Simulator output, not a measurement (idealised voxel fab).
process module | voxel fin reveal
cross-section cut | 295 nm wide | cells 5 nm
A cross-section is a grid of square cells, given in bands from the top down. A band is one or more rows of cells.
Each band's line starts with the height of the band's top and of its bottom, in nm. Then come its materials from left to right, each with its width in nm. One material with "throughout" fills the band from edge to edge. "air" is empty space.
Height 0 is the level under which the wafer as received is all one material. The lowest band goes on downwards, as in "0 down".
A width such as "30 to 40" changes by the same amount from each row of cells to the next, from the band's top row to its bottom row.
"no change" after a step means that no cell of the cross-section changed.
closed voids: empty space of 8 cells or more with no open way to the top, each as width x height at its distance from the left edge, in nm
after a step's settings: what the simulator itself notes on the step
overlay nm, on a step with a mask: how far to the right of its planned place the mask lay; to the left if negative
plan
1 op RECEIVE | material Si
2 op CONFORMAL_DEP | material SiN | thk nm 5
3 op PATTERN | tone cover | mask id FINS | material resist | width nm 15 | pitch nm 40 | thk nm 15 | overlay nm 0
4 op DIRECTIONAL_ETCH | etch materials SiN | depth nm 5
5 op DIRECTIONAL_ETCH | etch materials Si | depth nm 40
6 op STRIP | etch materials resist
7 op FILL_DEP | material SiO2 | thk nm 5
8 op CMP | height nm 5
9 op SELECTIVE_ETCH | etch materials SiO2 | depth nm 30
10 op STRIP | etch materials SiN
11 op CONFORMAL_DEP | material SiO2 | thk nm 5
varied across the wafers: width nm of step 3. The plan shows the first wafer's value. All wafers start alike
first wafer as received, after step 1
  0 down: Si throughout
  closed voids: none
first wafer at the end, after step 11
  5 to 0: air 75 | SiO2 25 | air 15 | SiO2 25 | air 15 | SiO2 25 | air 15 | SiO2 25 | air 75
  0 to -20: air 75 | SiO2 5 | Si 15 | SiO2 5 | air 15 | SiO2 5 | Si 15 | SiO2 5 | air 15 | SiO2 5 | Si 15 | SiO2 5 | air 15 | SiO2 5 | Si 15 | SiO2 5 | air 75
  -20 to -40: SiO2 80 | Si 15 | SiO2 25 | Si 15 | SiO2 25 | Si 15 | SiO2 25 | Si 15 | SiO2 80
  -40 down: Si throughout
  closed voids: none
last wafer at the end
  5 to 0: air 70 | SiO2 35 | air 5 | SiO2 35 | air 5 | SiO2 35 | air 5 | SiO2 35 | air 70
  0 to -20: air 70 | SiO2 5 | Si 25 | SiO2 5 | air 5 | SiO2 5 | Si 25 | SiO2 5 | air 5 | SiO2 5 | Si 25 | SiO2 5 | air 5 | SiO2 5 | Si 25 | SiO2 5 | air 70
  -20 to -40: SiO2 75 | Si 25 | SiO2 15 | Si 25 | SiO2 15 | Si 25 | SiO2 15 | Si 25 | SiO2 75
  -40 down: Si throughout
  closed voids: none
each wafer at the end: cells of each material gained (+) or lost (-) since it was received, then its closed voids
width nm 15 | -376 Si | +240 SiO2 | closed voids: none
width nm 20 | -344 Si | +228 SiO2 | closed voids: none
width nm 25 | -312 Si | +216 SiO2 | closed voids: none
